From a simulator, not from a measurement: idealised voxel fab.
The following is a process module called voxel transistor to metal.
Xsec cut, 150 nm wide, square cell size 5 nm.
Cross-section = grid of square cells, listed top down in bands; band = one or more rows. The entry gives the band's vertical extent as a top height and a bottom height in nm, then its horizontal make-up as materials from left to right, each with a width in nm. "blank" stands for empty space; a single material marked "throughout" fills the band edge to edge. Zero point of the height axis is 0; under it, received wafer = one material. Lowest band: continues down indefinitely, "0 nm and below". When a width is written as two numbers, as in "30 to 40", the first number is the width in the top row of cells of the band and the second is the width in its bottom row, and the width changes by the same amount from each row to the next. Reading "stayed the same" for a step: not a cell of the cross-section changed in it. "Sealed void listing" - sealed voids, min. 8 cells, no opening to top; format: width x height at distance (distance from left edge; nm throughout). Whatever follows a step's settings on its line is a remark the simulator itself makes about that step. The "overlay nm" setting may appear on a step's line; for a step that uses a mask, it gives how far to the right of its planned position the mask lay, and a negative value indicates the left. The remainder of this document consists of a sequence of paired cross-sections. Each pair presents the cross-section prior to one process step together with the cross-section following it, the latter being rendered only as deep as the lowest band that underwent change. The intervening step, together with its settings, is stated beneath each pair. Because the pairs may originate from different runs of this module on the same starting wafer, a given pair is to be read as continuing from the preceding pair only where its entry headed "Pre-processing view" so indicates.
-- Pre-processing view
* 50 nm to 45 nm = TiN 35 nm | blank 15 nm | TiN 45 nm | blank 15 nm | TiN 40 nm
* 45 nm to 30 nm = SiO2 30 nm | TiN 5 nm | blank 15 nm | TiN 5 nm | SiO2 35 nm | TiN 5 nm | blank 15 nm | TiN 5 nm | SiO2 35 nm
* 30 nm to 25 nm = SiO2 30 nm | TiN 5 nm | blank 10 nm | TiN 10 nm | SiO2 35 nm | TiN 10 nm | blank 10 nm | TiN 5 nm | SiO2 35 nm
* 25 nm to 10 nm = SiO2 30 nm | TiN 5 nm | blank 10 nm | TiN 5 nm | SiN 5 nm | SiO2 5 nm | SiCN 25 nm | SiO2 5 nm | SiN 5 nm | TiN 5 nm | blank 10 nm | TiN 5 nm | SiO2 35 nm
* 10 nm to 5 nm = SiO2 30 nm | TiN 5 nm | blank 10 nm | TiN 5 nm | SiN 5 nm | SiO2 5 nm | polySi 25 nm | SiO2 5 nm | SiN 5 nm | TiN 5 nm | blank 10 nm | TiN 5 nm | SiO2 35 nm
* 5 nm to 0 nm = SiO2 30 nm | TiN 20 nm | SiN 5 nm | SiO2 5 nm | polySi 25 nm | SiO2 5 nm | SiN 5 nm | TiN 20 nm | SiO2 35 nm
* 0 nm to -5 nm = SiO2 30 nm | TiN 10 nm | SiGe 10 nm | SiN 5 nm | SiO2 5 nm | polySi 25 nm | SiO2 5 nm | SiN 5 nm | SiGe 10 nm | TiN 10 nm | SiO2 35 nm
* -5 nm to -10 nm = SiO2 30 nm | TiN 10 nm | SiGe 10 nm | SiO2 45 nm | SiGe 10 nm | TiN 10 nm | SiO2 35 nm
* -10 nm to -20 nm = SiO2 25 nm | SiGe 25 nm | Si 45 nm | SiGe 25 nm | SiO2 30 nm
* -20 nm to -30 nm = SiO2 25 nm | Si 95 nm | SiO2 30 nm
* -30 nm and below = Si throughout
* Sealed void listing: none
-- Post-Step Section View
* 55 nm to 50 nm = Ru throughout
* 50 nm to 45 nm = TiN 35 nm | Ru 15 nm | TiN 45 nm | Ru 15 nm | TiN 40 nm
* 45 nm to 30 nm = SiO2 30 nm | TiN 5 nm | Ru 15 nm | TiN 5 nm | SiO2 35 nm | TiN 5 nm | Ru 15 nm | TiN 5 nm | SiO2 35 nm
* 30 nm to 25 nm = SiO2 30 nm | TiN 5 nm | Ru 10 nm | TiN 10 nm | SiO2 35 nm | TiN 10 nm | Ru 10 nm | TiN 5 nm | SiO2 35 nm
* 25 nm to 10 nm = SiO2 30 nm | TiN 5 nm | Ru 10 nm | TiN 5 nm | SiN 5 nm | SiO2 5 nm | SiCN 25 nm | SiO2 5 nm | SiN 5 nm | TiN 5 nm | Ru 10 nm | TiN 5 nm | SiO2 35 nm
* 10 nm to 5 nm = SiO2 30 nm | TiN 5 nm | Ru 10 nm | TiN 5 nm | SiN 5 nm | SiO2 5 nm | polySi 25 nm | SiO2 5 nm | SiN 5 nm | TiN 5 nm | Ru 10 nm | TiN 5 nm | SiO2 35 nm
* Rest of section, below 5: as before.
* Sealed void listing: none
Step, pre vs post cross-sections above: op FILL_DEP | material Ru | thk nm 5
Pre-processing view: after-step cross-section of the pair just above applies.
-- Post-Step Section View
* 45 nm to 30 nm = SiO2 30 nm | TiN 5 nm | Ru 15 nm | TiN 5 nm | SiO2 35 nm | TiN 5 nm | Ru 15 nm | TiN 5 nm | SiO2 35 nm
* Rest of section, below 30: as before.
* Sealed void listing: none
Step, pre vs post cross-sections above: op CMP | height nm 45
Pre-processing view: after-step cross-section of the pair just above applies.
-- Post-Step Section View
* 50 nm to 45 nm = TiN throughout
* Rest of section, below 45: as before.
* Sealed void listing: none
Step, pre vs post cross-sections above: op DIRECTIONAL_DEP | material TiN | thk nm 5
Pre-processing view: after-step cross-section of the pair just above applies.
-- Post-Step Section View
* 70 nm to 50 nm = Ru throughout
* Rest of section, below 50: as before.
* Sealed void listing: none
Step, pre vs post cross-sections above: op DIRECTIONAL_DEP | material Ru | thk nm 20
Pre-processing view: after-step cross-section of the pair just above applies.
-- Post-Step Section View
* 90 nm to 70 nm = blank 30 nm | resist 15 nm | blank 55 nm | resist 15 nm | blank 35 nm
* Rest of section, below 70: as before.
* Sealed void listing: none
Step, pre vs post cross-sections above: op PATTERN | tone cover | mask id METAL_1 | material resist | width nm 15 | pitch nm 70 | thk nm 20 | overlay nm 0
Pre-processing view: after-step cross-section of the pair just above applies.
-- Post-Step Section View
* 90 nm to 70 nm = blank 30 nm | resist 15 nm | blank 55 nm | resist 15 nm | blank 35 nm
* 70 nm to 50 nm = blank 30 nm | Ru 15 nm | blank 55 nm | Ru 15 nm | blank 35 nm
* Rest of section, below 50: as before.
* Sealed void listing: none
Step, pre vs post cross-sections above: op DIRECTIONAL_ETCH | etch materials Ru | depth nm 20
Pre-processing view: after-step cross-section of the pair just above applies.
-- Post-Step Section View
* 90 nm to 70 nm = blank 30 nm | resist 15 nm | blank 55 nm | resist 15 nm | blank 35 nm
* 70 nm to 50 nm = blank 30 nm | Ru 15 nm | blank 55 nm | Ru 15 nm | blank 35 nm
* 50 nm to 45 nm = blank 30 nm | TiN 15 nm | blank 55 nm | TiN 15 nm | blank 35 nm
* Rest of section, below 45: as before.
* Sealed void listing: none
Step, pre vs post cross-sections above: op DIRECTIONAL_ETCH | etch materials TiN | depth nm 5
Pre-processing view: after-step cross-section of the pair just above applies.
-- Post-Step Section View
* 70 nm to 50 nm = blank 30 nm | Ru 15 nm | blank 55 nm | Ru 15 nm | blank 35 nm
* Rest of section, below 50: as before.
* Sealed void listing: none
Step, pre vs post cross-sections above: op STRIP | etch materials resist
Pre-processing view: after-step cross-section of the pair just above applies.
-- Post-Step Section View
* 75 nm to 70 nm = blank 25 nm | SiN 25 nm | blank 45 nm | SiN 25 nm | blank 30 nm
* 70 nm to 50 nm = blank 25 nm | SiN 5 nm | Ru 15 nm | SiN 5 nm | blank 45 nm | SiN 5 nm | Ru 15 nm | SiN 5 nm | blank 30 nm
* 50 nm to 45 nm = SiN 30 nm | TiN 15 nm | SiN 55 nm | TiN 15 nm | SiN 35 nm
* Rest of section, below 45: as before.
* Sealed void listing: none
Step, pre vs post cross-sections above: op CONFORMAL_DEP | material SiN | thk nm 5
Pre-processing view: after-step cross-section of the pair just above applies.
-- Post-Step Section View
* 80 nm to 75 nm = SiO2 throughout
* 75 nm to 70 nm = SiO2 25 nm | SiN 25 nm | SiO2 45 nm | SiN 25 nm | SiO2 30 nm
* 70 nm to 50 nm = SiO2 25 nm | SiN 5 nm | Ru 15 nm | SiN 5 nm | SiO2 45 nm | SiN 5 nm | Ru 15 nm | SiN 5 nm | SiO2 30 nm
* Rest of section, below 50: as before.
* Sealed void listing: none
Step, pre vs post cross-sections above: op FILL_DEP | material SiO2 | thk nm 5
Pre-processing view: after-step cross-section of the pair just above applies.
-- Post-Step Section View
* 70 nm to 50 nm = SiO2 25 nm | SiN 5 nm | Ru 15 nm | SiN 5 nm | SiO2 45 nm | SiN 5 nm | Ru 15 nm | SiN 5 nm | SiO2 30 nm
* Rest of section, below 50: as before.
* Sealed void listing: none
Step, pre vs post cross-sections above: op CMP | height nm 70
Pre-processing view: after-step cross-section of the pair just above applies.
-- Post-Step Section View
* 75 nm to 70 nm = SiN throughout
* Rest of section, below 70: as before.
* Sealed void listing: none
Step, pre vs post cross-sections above: op CONFORMAL_DEP | material SiN | thk nm 5
-- Pre-processing view
* 35 nm to 20 nm = SiCN throughout
* 20 nm to -5 nm = polySi throughout
* -5 nm to -10 nm = SiO2 throughout
* -10 nm to -30 nm = SiO2 25 nm | Si 95 nm | SiO2 30 nm
* -30 nm and below = Si throughout
* Sealed void listing: none
-- Post-Step Section View
* 55 nm to 35 nm = blank 60 nm | resist 30 nm | blank 60 nm
* Rest of section, below 35: as before.
* Sealed void listing: none
Step, pre vs post cross-sections above: op PATTERN | tone cover | mask id GATE | material resist | width nm 30 | thk nm 20 | overlay nm 0
Pre-processing view: after-step cross-section of the pair just above applies.
-- Post-Step Section View
* 55 nm to 35 nm = blank 60 nm | resist 30 nm | blank 60 nm
* 35 nm to 20 nm = blank 60 nm | SiCN 30 nm | blank 60 nm
* Rest of section, below 20: as before.
* Sealed void listing: none
Step, pre vs post cross-sections above: op DIRECTIONAL_ETCH | etch materials SiCN | depth nm 25
Pre-processing view: after-step cross-section of the pair just above applies.
-- Post-Step Section View
* 55 nm to 35 nm = blank 60 nm | resist 30 nm | blank 60 nm
* 35 nm to 20 nm = blank 60 nm | SiCN 30 nm | blank 60 nm
* 20 nm to -5 nm = blank 60 nm | polySi 30 nm | blank 60 nm
* Rest of section, below -5: as before.
* Sealed void listing: none
Step, pre vs post cross-sections above: op DIRECTIONAL_ETCH | etch materials polySi | depth nm 35
Pre-processing view: after-step cross-section of the pair just above applies.
-- Post-Step Section View
* 35 nm to 20 nm = blank 60 nm | SiCN 30 nm | blank 60 nm
* Rest of section, below 20: as before.
* Sealed void listing: none
Step, pre vs post cross-sections above: op STRIP | etch materials resist
Pre-processing view: after-step cross-section of the pair just above applies.
-- Post-Step Section View
* 40 nm to 35 nm = blank 55 nm | SiO2 40 nm | blank 55 nm
* 35 nm to 20 nm = blank 55 nm | SiO2 5 nm | SiCN 30 nm | SiO2 5 nm | blank 55 nm
* 20 nm to 0 nm = blank 55 nm | SiO2 5 nm | polySi 30 nm | SiO2 5 nm | blank 55 nm
* 0 nm to -5 nm = SiO2 60 nm | polySi 30 nm | SiO2 60 nm
* Rest of section, below -5: as before.
* Sealed void listing: none
Step, pre vs post cross-sections above: op CONFORMAL_DEP | material SiO2 | thk nm 5
Pre-processing view: after-step cross-section of the pair just above applies.
-- Post-Step Section View
* 35 nm to 20 nm = blank 55 nm | SiO2 5 nm | SiCN 30 nm | SiO2 5 nm | blank 55 nm
* 20 nm to -5 nm = blank 55 nm | SiO2 5 nm | polySi 30 nm | SiO2 5 nm | blank 55 nm
* Rest of section, below -5: as before.
* Sealed void listing: none
Step, pre vs post cross-sections above: op DIRECTIONAL_ETCH | etch materials SiO2 | depth nm 5
Pre-processing view: after-step cross-section of the pair just above applies.
-- Post-Step Section View
* 40 nm to 35 nm = blank 50 nm | SiN 50 nm | blank 50 nm
* 35 nm to 20 nm = blank 50 nm | SiN 5 nm | SiO2 5 nm | SiCN 30 nm | SiO2 5 nm | SiN 5 nm | blank 50 nm
* 20 nm to 0 nm = blank 50 nm | SiN 5 nm | SiO2 5 nm | polySi 30 nm | SiO2 5 nm | SiN 5 nm | blank 50 nm
* 0 nm to -5 nm = SiN 55 nm | SiO2 5 nm | polySi 30 nm | SiO2 5 nm | SiN 55 nm
* Rest of section, below -5: as before.
* Sealed void listing: none
Step, pre vs post cross-sections above: op CONFORMAL_DEP | material SiN | thk nm 5
Pre-processing view: after-step cross-section of the pair just above applies.
-- Post-Step Section View
* 35 nm to 20 nm = blank 50 nm | SiN 5 nm | SiO2 5 nm | SiCN 30 nm | SiO2 5 nm | SiN 5 nm | blank 50 nm
* 20 nm to -5 nm = blank 50 nm | SiN 5 nm | SiO2 5 nm | polySi 30 nm | SiO2 5 nm | SiN 5 nm | blank 50 nm
* Rest of section, below -5: as before.
* Sealed void listing: none
Step, pre vs post cross-sections above: op DIRECTIONAL_ETCH | etch materials SiN | depth nm 5
Pre-processing view: after-step cross-section of the pair just above applies.
-- Post-Step Section View
* 35 nm to 30 nm = blank 50 nm | SiN 5 nm | blank 5 nm | SiCN 30 nm | blank 5 nm | SiN 5 nm | blank 50 nm
* 30 nm to 20 nm = blank 50 nm | SiN 5 nm | SiO2 5 nm | SiCN 30 nm | SiO2 5 nm | SiN 5 nm | blank 50 nm
* 20 nm to -5 nm = blank 50 nm | SiN 5 nm | SiO2 5 nm | polySi 30 nm | SiO2 5 nm | SiN 5 nm | blank 50 nm
* -5 nm to -10 nm = blank 50 nm | SiO2 50 nm | blank 50 nm
* Rest of section, below -10: as before.
* Sealed void listing: none
Step, pre vs post cross-sections above: op DIRECTIONAL_ETCH | etch materials SiO2 | depth nm 5
Pre-processing view: after-step cross-section of the pair just above applies.
-- Post-Step Section View
* 35 nm to 30 nm = blank 50 nm | SiN 5 nm | blank 5 nm | SiCN 30 nm | blank 5 nm | SiN 5 nm | blank 50 nm
* 30 nm to 20 nm = blank 50 nm | SiN 5 nm | SiO2 5 nm | SiCN 30 nm | SiO2 5 nm | SiN 5 nm | blank 50 nm
* 20 nm to -5 nm = blank 50 nm | SiN 5 nm | SiO2 5 nm | polySi 30 nm | SiO2 5 nm | SiN 5 nm | blank 50 nm
* -5 nm to -10 nm = blank 50 nm | SiO2 50 nm | blank 50 nm
* -10 nm to -20 nm = SiO2 25 nm | blank 25 nm | Si 50 nm | blank 20 nm | SiO2 30 nm
* Rest of section, below -20: as before.
* Sealed void listing: none
Step, pre vs post cross-sections above: op DIRECTIONAL_ETCH | etch materials Si | depth nm 10
Pre-processing view: after-step cross-section of the pair just above applies.
-- Post-Step Section View
* 35 nm to 30 nm = blank 50 nm | SiN 5 nm | blank 5 nm | SiCN 30 nm | blank 5 nm | SiN 5 nm | blank 50 nm
* 30 nm to 20 nm = blank 50 nm | SiN 5 nm | SiO2 5 nm | SiCN 30 nm | SiO2 5 nm | SiN 5 nm | blank 50 nm
* 20 nm to 0 nm = blank 50 nm | SiN 5 nm | SiO2 5 nm | polySi 30 nm | SiO2 5 nm | SiN 5 nm | blank 50 nm
* 0 nm to -5 nm = blank 40 nm | SiGe 10 nm | SiN 5 nm | SiO2 5 nm | polySi 30 nm | SiO2 5 nm | SiN 5 nm | SiGe 10 nm | blank 40 nm
* -5 nm to -10 nm = blank 40 nm | SiGe 10 nm | SiO2 50 nm | SiGe 10 nm | blank 40 nm
* -10 nm to -20 nm = SiO2 25 nm | SiGe 25 nm | Si 50 nm | SiGe 20 nm | SiO2 30 nm
* Rest of section, below -20: as before.
* Sealed void listing: none
Step, pre vs post cross-sections above: op EPI | material SiGe | thk nm 10
Pre-processing view: after-step cross-section of the pair just above applies.
-- Post-Step Section View
* 45 nm to 35 nm = SiO2 throughout
* 35 nm to 20 nm = SiO2 50 nm | SiN 5 nm | SiO2 5 nm | SiCN 30 nm | SiO2 5 nm | SiN 5 nm | SiO2 50 nm
* 20 nm to 0 nm = SiO2 50 nm | SiN 5 nm | SiO2 5 nm | polySi 30 nm | SiO2 5 nm | SiN 5 nm | SiO2 50 nm
* 0 nm to -5 nm = SiO2 40 nm | SiGe 10 nm | SiN 5 nm | SiO2 5 nm | polySi 30 nm | SiO2 5 nm | SiN 5 nm | SiGe 10 nm | SiO2 40 nm
* -5 nm to -10 nm = SiO2 40 nm | SiGe 10 nm | SiO2 50 nm | SiGe 10 nm | SiO2 40 nm
* Rest of section, below -10: as before.
* Sealed void listing: none
Step, pre vs post cross-sections above: op FILL_DEP | material SiO2 | thk nm 10
Pre-processing view: after-step cross-section of the pair just above applies.
-- Post-Step Section View
* 35 nm to 20 nm = SiO2 50 nm | SiN 5 nm | SiO2 5 nm | SiCN 30 nm | SiO2 5 nm | SiN 5 nm | SiO2 50 nm
* Rest of section, below 20: as before.
* Sealed void listing: none
Step, pre vs post cross-sections above: op CMP | height nm 35
Pre-processing view: after-step cross-section of the pair just above applies.
-- Post-Step Section View
* 45 nm to 35 nm = SiO2 throughout
* Rest of section, below 35: as before.
* Sealed void listing: none
Step, pre vs post cross-sections above: op DIRECTIONAL_DEP | material SiO2 | thk nm 10
Pre-processing view: after-step cross-section of the pair just above applies.
-- Post-Step Section View
* 45 nm to 35 nm = SiO2 30 nm | blank 25 nm | SiO2 35 nm | blank 25 nm | SiO2 35 nm
* 35 nm to 20 nm = SiO2 30 nm | blank 20 nm | SiN 5 nm | SiO2 5 nm | SiCN 30 nm | blank 5 nm | SiN 5 nm | blank 15 nm | SiO2 35 nm
* 20 nm to 0 nm = SiO2 30 nm | blank 20 nm | SiN 5 nm | SiO2 5 nm | polySi 30 nm | blank 5 nm | SiN 5 nm | blank 15 nm | SiO2 35 nm
* 0 nm to -5 nm = SiO2 30 nm | blank 10 nm | SiGe 10 nm | SiN 5 nm | SiO2 5 nm | polySi 30 nm | blank 5 nm | SiN 5 nm | SiGe 10 nm | blank 5 nm | SiO2 35 nm
* -5 nm to -10 nm = SiO2 30 nm | blank 10 nm | SiGe 10 nm | SiO2 40 nm | blank 5 nm | SiO2 5 nm | SiGe 10 nm | blank 5 nm | SiO2 35 nm
* Rest of section, below -10: as before.
* Sealed void listing: none
Step, pre vs post cross-sections above: op MASKED_ETCH | tone open | mask id CONTACT | width nm 25 | pitch nm 60 | etch materials SiO2 | depth nm 55 | overlay nm 0
Pre-processing view: after-step cross-section of the pair just above applies.
-- Post-Step Section View
* 50 nm to 45 nm = TiN 35 nm | blank 15 nm | TiN 45 nm | blank 15 nm | TiN 40 nm
* 45 nm to 35 nm = SiO2 30 nm | TiN 5 nm | blank 15 to 10 nm | TiN 5 to 10 nm | SiO2 35 nm | TiN 5 to 15 nm | blank 15 to 5 nm | TiN 5 nm | SiO2 35 nm
* 35 nm to 20 nm = SiO2 30 nm | TiN 5 nm | blank 10 nm | TiN 5 nm | SiN 5 nm | SiO2 5 nm | SiCN 30 nm | TiN 5 nm | SiN 5 nm | TiN 5 nm | blank 5 nm | TiN 5 nm | SiO2 35 nm
* 20 nm to 5 nm = SiO2 30 nm | TiN 5 nm | blank 10 nm | TiN 5 nm | SiN 5 nm | SiO2 5 nm | polySi 30 nm | TiN 5 nm | SiN 5 nm | TiN 5 nm | blank 5 nm | TiN 5 nm | SiO2 35 nm
* 5 nm to 0 nm = SiO2 30 nm | TiN 20 nm | SiN 5 nm | SiO2 5 nm | polySi 30 nm | TiN 5 nm | SiN 5 nm | TiN 15 nm | SiO2 35 nm
* 0 nm to -5 nm = SiO2 30 nm | TiN 10 nm | SiGe 10 nm | SiN 5 nm | SiO2 5 nm | polySi 30 nm | TiN 5 nm | SiN 5 nm | SiGe 10 nm | TiN 5 nm | SiO2 35 nm
* -5 nm to -10 nm = SiO2 30 nm | TiN 10 nm | SiGe 10 nm | SiO2 40 nm | TiN 5 nm | SiO2 5 nm | SiGe 10 nm | TiN 5 nm | SiO2 35 nm
* Rest of section, below -10: as before.
* Sealed void listing: none
Step, pre vs post cross-sections above: op CONFORMAL_DEP | material TiN | thk nm 5
Pre-processing view: after-step cross-section of the pair just above applies.
-- Post-Step Section View
* 55 nm to 50 nm = Ru throughout
* 50 nm to 45 nm = TiN 35 nm | Ru 15 nm | TiN 45 nm | Ru 15 nm | TiN 40 nm
* 45 nm to 35 nm = SiO2 30 nm | TiN 5 nm | Ru 15 to 10 nm | TiN 5 to 10 nm | SiO2 35 nm | TiN 5 to 15 nm | Ru 15 to 5 nm | TiN 5 nm | SiO2 35 nm
* 35 nm to 20 nm = SiO2 30 nm | TiN 5 nm | Ru 10 nm | TiN 5 nm | SiN 5 nm | SiO2 5 nm | SiCN 30 nm | TiN 5 nm | SiN 5 nm | TiN 5 nm | Ru 5 nm | TiN 5 nm | SiO2 35 nm
* 20 nm to 5 nm = SiO2 30 nm | TiN 5 nm | Ru 10 nm | TiN 5 nm | SiN 5 nm | SiO2 5 nm | polySi 30 nm | TiN 5 nm | SiN 5 nm | TiN 5 nm | Ru 5 nm | TiN 5 nm | SiO2 35 nm
* Rest of section, below 5: as before.
* Sealed void listing: none
Step, pre vs post cross-sections above: op FILL_DEP | material Ru | thk nm 5
Pre-processing view: after-step cross-section of the pair just above applies.
-- Post-Step Section View
* 45 nm to 35 nm = SiO2 30 nm | TiN 5 nm | Ru 15 to 10 nm | TiN 5 to 10 nm | SiO2 35 nm | TiN 5 to 15 nm | Ru 15 to 5 nm | TiN 5 nm | SiO2 35 nm
* Rest of section, below 35: as before.
* Sealed void listing: none
Step, pre vs post cross-sections above: op CMP | height nm 45
Pre-processing view: after-step cross-section of the pair just above applies.
-- Post-Step Section View
* 50 nm to 45 nm = TiN throughout
* Rest of section, below 45: as before.
* Sealed void listing: none
Step, pre vs post cross-sections above: op DIRECTIONAL_DEP | material TiN | thk nm 5
Pre-processing view: after-step cross-section of the pair just above applies.
-- Post-Step Section View
* 70 nm to 50 nm = Ru throughout
* Rest of section, below 50: as before.
* Sealed void listing: none
Step, pre vs post cross-sections above: op DIRECTIONAL_DEP | material Ru | thk nm 20
Pre-processing view: after-step cross-section of the pair just above applies.
-- Post-Step Section View
* 90 nm to 70 nm = blank 30 nm | resist 15 nm | blank 55 nm | resist 15 nm | blank 35 nm
* Rest of section, below 70: as before.
* Sealed void listing: none
Step, pre vs post cross-sections above: op PATTERN | tone cover | mask id METAL_1 | material resist | width nm 15 | pitch nm 70 | thk nm 20 | overlay nm 0
Pre-processing view: after-step cross-section of the pair just above applies.
-- Post-Step Section View
* 90 nm to 70 nm = blank 30 nm | resist 15 nm | blank 55 nm | resist 15 nm | blank 35 nm
* 70 nm to 50 nm = blank 30 nm | Ru 15 nm | blank 55 nm | Ru 15 nm | blank 35 nm
* Rest of section, below 50: as before.
* Sealed void listing: none
Step, pre vs post cross-sections above: op DIRECTIONAL_ETCH | etch materials Ru | depth nm 20
Pre-processing view: after-step cross-section of the pair just above applies.
-- Post-Step Section View
* 90 nm to 70 nm = blank 30 nm | resist 15 nm | blank 55 nm | resist 15 nm | blank 35 nm
* 70 nm to 50 nm = blank 30 nm | Ru 15 nm | blank 55 nm | Ru 15 nm | blank 35 nm
* 50 nm to 45 nm = blank 30 nm | TiN 15 nm | blank 55 nm | TiN 15 nm | blank 35 nm
* Rest of section, below 45: as before.
* Sealed void listing: none
Step, pre vs post cross-sections above: op DIRECTIONAL_ETCH | etch materials TiN | depth nm 5
Pre-processing view: after-step cross-section of the pair just above applies.
-- Post-Step Section View
* 70 nm to 50 nm = blank 30 nm | Ru 15 nm | blank 55 nm | Ru 15 nm | blank 35 nm
* Rest of section, below 50: as before.
* Sealed void listing: none
Step, pre vs post cross-sections above: op STRIP | etch materials resist
Pre-processing view: after-step cross-section of the pair just above applies.
-- Post-Step Section View
* 75 nm to 70 nm = blank 25 nm | SiN 25 nm | blank 45 nm | SiN 25 nm | blank 30 nm
* 70 nm to 50 nm = blank 25 nm | SiN 5 nm | Ru 15 nm | SiN 5 nm | blank 45 nm | SiN 5 nm | Ru 15 nm | SiN 5 nm | blank 30 nm
* 50 nm to 45 nm = SiN 30 nm | TiN 15 nm | SiN 55 nm | TiN 15 nm | SiN 35 nm
* Rest of section, below 45: as before.
* Sealed void listing: none
Step, pre vs post cross-sections above: op CONFORMAL_DEP | material SiN | thk nm 5
Pre-processing view: after-step cross-section of the pair just above applies.
-- Post-Step Section View
* 80 nm to 75 nm = SiO2 throughout
* 75 nm to 70 nm = SiO2 25 nm | SiN 25 nm | SiO2 45 nm | SiN 25 nm | SiO2 30 nm
* 70 nm to 50 nm = SiO2 25 nm | SiN 5 nm | Ru 15 nm | SiN 5 nm | SiO2 45 nm | SiN 5 nm | Ru 15 nm | SiN 5 nm | SiO2 30 nm
* Rest of section, below 50: as before.
* Sealed void listing: none
Step, pre vs post cross-sections above: op FILL_DEP | material SiO2 | thk nm 5
Pre-processing view: after-step cross-section of the pair just above applies.
-- Post-Step Section View
* 70 nm to 50 nm = SiO2 25 nm | SiN 5 nm | Ru 15 nm | SiN 5 nm | SiO2 45 nm | SiN 5 nm | Ru 15 nm | SiN 5 nm | SiO2 30 nm
* Rest of section, below 50: as before.
* Sealed void listing: none
Step, pre vs post cross-sections above: op CMP | height nm 70
Pre-processing view: after-step cross-section of the pair just above applies.
-- Post-Step Section View
* 75 nm to 70 nm = SiN throughout
* Rest of section, below 70: as before.
* Sealed void listing: none
Step, pre vs post cross-sections above: op CONFORMAL_DEP | material SiN | thk nm 5
-- Pre-processing view
* 70 nm to 50 nm = Ru throughout
* 50 nm to 45 nm = TiN throughout
* 45 nm to 35 nm = SiO2 30 nm | TiN 5 nm | Ru 15 to 10 nm | TiN 5 to 10 nm | SiO2 35 nm | TiN 5 to 10 nm | Ru 15 to 10 nm | TiN 5 nm | SiO2 35 nm
* 35 nm to 20 nm = SiO2 30 nm | TiN 5 nm | Ru 10 nm | TiN 5 nm | SiN 5 nm | SiO2 5 nm | SiCN 25 nm | SiO2 5 nm | SiN 5 nm | TiN 5 nm | Ru 10 nm | TiN 5 nm | SiO2 35 nm
* 20 nm to 5 nm = SiO2 30 nm | TiN 5 nm | Ru 10 nm | TiN 5 nm | SiN 5 nm | SiO2 5 nm | polySi 25 nm | SiO2 5 nm | SiN 5 nm | TiN 5 nm | Ru 10 nm | TiN 5 nm | SiO2 35 nm
* 5 nm to 0 nm = SiO2 30 nm | TiN 20 nm | SiN 5 nm | SiO2 5 nm | polySi 25 nm | SiO2 5 nm | SiN 5 nm | TiN 20 nm | SiO2 35 nm
* 0 nm to -5 nm = SiO2 30 nm | TiN 10 nm | SiGe 10 nm | SiN 5 nm | SiO2 5 nm | polySi 25 nm | SiO2 5 nm | SiN 5 nm | SiGe 10 nm | TiN 10 nm | SiO2 35 nm
* -5 nm to -10 nm = SiO2 30 nm | TiN 10 nm | SiGe 10 nm | SiO2 45 nm | SiGe 10 nm | TiN 10 nm | SiO2 35 nm
* -10 nm to -20 nm = SiO2 25 nm | SiGe 25 nm | Si 45 nm | SiGe 25 nm | SiO2 30 nm
* -20 nm to -30 nm = SiO2 25 nm | Si 95 nm | SiO2 30 nm
* -30 nm and below = Si throughout
* Sealed void listing: none
-- Post-Step Section View
* 90 nm to 70 nm = blank 20 nm | resist 15 nm | blank 55 nm | resist 15 nm | blank 45 nm
* Rest of section, below 70: as before.
* Sealed void listing: none
Step, pre vs post cross-sections above: op PATTERN | tone cover | mask id METAL_1 | material resist | width nm 15 | pitch nm 70 | thk nm 20 | overlay nm -10
Pre-processing view: after-step cross-section of the pair just above applies.
-- Post-Step Section View
* 90 nm to 70 nm = blank 20 nm | resist 15 nm | blank 55 nm | resist 15 nm | blank 45 nm
* 70 nm to 50 nm = blank 20 nm | Ru 15 nm | blank 55 nm | Ru 15 nm | blank 45 nm
* Rest of section, below 50: as before.
* Sealed void listing: none
Step, pre vs post cross-sections above: op DIRECTIONAL_ETCH | etch materials Ru | depth nm 20
Pre-processing view: after-step cross-section of the pair just above applies.
-- Post-Step Section View
* 90 nm to 70 nm = blank 20 nm | resist 15 nm | blank 55 nm | resist 15 nm | blank 45 nm
* 70 nm to 50 nm = blank 20 nm | Ru 15 nm | blank 55 nm | Ru 15 nm | blank 45 nm
* 50 nm to 45 nm = blank 20 nm | TiN 15 nm | blank 55 nm | TiN 15 nm | blank 45 nm
* Rest of section, below 45: as before.
* Sealed void listing: none
Step, pre vs post cross-sections above: op DIRECTIONAL_ETCH | etch materials TiN | depth nm 5
Pre-processing view: after-step cross-section of the pair just above applies.
-- Post-Step Section View
* 70 nm to 50 nm = blank 20 nm | Ru 15 nm | blank 55 nm | Ru 15 nm | blank 45 nm
* Rest of section, below 50: as before.
* Sealed void listing: none
Step, pre vs post cross-sections above: op STRIP | etch materials resist
Pre-processing view: after-step cross-section of the pair just above applies.
-- Post-Step Section View
* 75 nm to 70 nm = blank 15 nm | SiN 25 nm | blank 45 nm | SiN 25 nm | blank 40 nm
* 70 nm to 50 nm = blank 15 nm | SiN 5 nm | Ru 15 nm | SiN 5 nm | blank 45 nm | SiN 5 nm | Ru 15 nm | SiN 5 nm | blank 40 nm
* 50 nm to 45 nm = SiN 20 nm | TiN 15 nm | SiN 55 nm | TiN 15 nm | SiN 45 nm
* Rest of section, below 45: as before.
* Sealed void listing: none
Step, pre vs post cross-sections above: op CONFORMAL_DEP | material SiN | thk nm 5
Pre-processing view: after-step cross-section of the pair just above applies.
-- Post-Step Section View
* 80 nm to 75 nm = SiO2 throughout
* 75 nm to 70 nm = SiO2 15 nm | SiN 25 nm | SiO2 45 nm | SiN 25 nm | SiO2 40 nm
* 70 nm to 50 nm = SiO2 15 nm | SiN 5 nm | Ru 15 nm | SiN 5 nm | SiO2 45 nm | SiN 5 nm | Ru 15 nm | SiN 5 nm | SiO2 40 nm
* Rest of section, below 50: as before.
* Sealed void listing: none
Step, pre vs post cross-sections above: op FILL_DEP | material SiO2 | thk nm 5
Pre-processing view: after-step cross-section of the pair just above applies.
-- Post-Step Section View
* 70 nm to 50 nm = SiO2 15 nm | SiN 5 nm | Ru 15 nm | SiN 5 nm | SiO2 45 nm | SiN 5 nm | Ru 15 nm | SiN 5 nm | SiO2 40 nm
* Rest of section, below 50: as before.
* Sealed void listing: none
Step, pre vs post cross-sections above: op CMP | height nm 70
Pre-processing view: after-step cross-section of the pair just above applies.
-- Post-Step Section View
* 75 nm to 70 nm = SiN throughout
* Rest of section, below 70: as before.
* Sealed void listing: none
Step, pre vs post cross-sections above: op CONFORMAL_DEP | material SiN | thk nm 5
-- Pre-processing view
* 0 nm to -5 nm = SiO2 throughout
* -5 nm and below = Si throughout
* Sealed void listing: none
-- Post-Step Section View
* 10 nm to 0 nm = SiCN throughout
* Rest of section, below 0: as before.
* Sealed void listing: none
Step, pre vs post cross-sections above: op CONFORMAL_DEP | material SiCN | thk nm 10
